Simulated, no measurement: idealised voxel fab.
process module | voxel double patterning
cross-section cut | 155 nm wide | cells 5 nm
A cross-section is a grid of square cells, given in bands from the top down. A band is one or more rows of cells.
Each band's line starts with the height of the band's top and of its bottom, in nm. Then come its materials from left to right, each with its width in nm. One material with "throughout" fills the band from edge to edge. "air" is empty space.
Height 0 is the level under which the wafer as received is all one material. The lowest band goes on downwards, as in "0 down".
A width such as "30 to 40" changes by the same amount from each row of cells to the next, from the band's top row to its bottom row.
"no change" after a step means that no cell of the cross-section changed.
closed voids: empty space of 8 cells or more with no open way to the top, each as width x height at its distance from the left edge, in nm
after a step's settings: what the simulator itself notes on the step
overlay nm, on a step with a mask: how far to the right of its planned place the mask lay; to the left if negative
plan
1 op RECEIVE | material Si
2 op CONFORMAL_DEP | material SiO2 | thk nm 10
3 op DIRECTIONAL_DEP | material polySi | thk nm 15
4 op DIRECTIONAL_DEP | material SiCN | thk nm 10
5 op MASKED_ETCH | tone open | mask id FIRST | width nm 15 | pitch nm 50 | etch materials SiCN | depth nm 10 | overlay nm 0
6 op MASKED_ETCH | tone open | mask id SECOND | width nm 15 | pitch nm 50 | etch materials SiCN | depth nm 10 | overlay nm 0
7 op DIRECTIONAL_ETCH | etch materials polySi | depth nm 15
8 op STRIP | etch materials SiCN
as received, after step 1
  0 down: Si throughout
  closed voids: none
first wafer at the end, as planned
  25 to 10: polySi 20 | air 15 | polySi 10 | air 15 | polySi 10 | air 15 | polySi 10 | air 15 | polySi 10 | air 15 | polySi 20
  10 to 0: SiO2 throughout
  0 down: Si throughout
  closed voids: none
second wafer at the end: like start, like plan, one mistake
  25 to 10: polySi 15 | air 25 | polySi 5 | air 15 | polySi 5 | air 25 | polySi 5 | air 15 | polySi 5 | air 25 | polySi 15
  10 to 0: SiO2 throughout
  0 down: Si throughout
  closed voids: none
what went wrong: step 5 ran as: op MASKED_ETCH | tone open | mask id FIRST | width nm 25 | pitch nm 50 | etch materials SiCN | depth nm 10 | overlay nm 0
at the end the second wafer has, in cells: 18 fewer of polySi
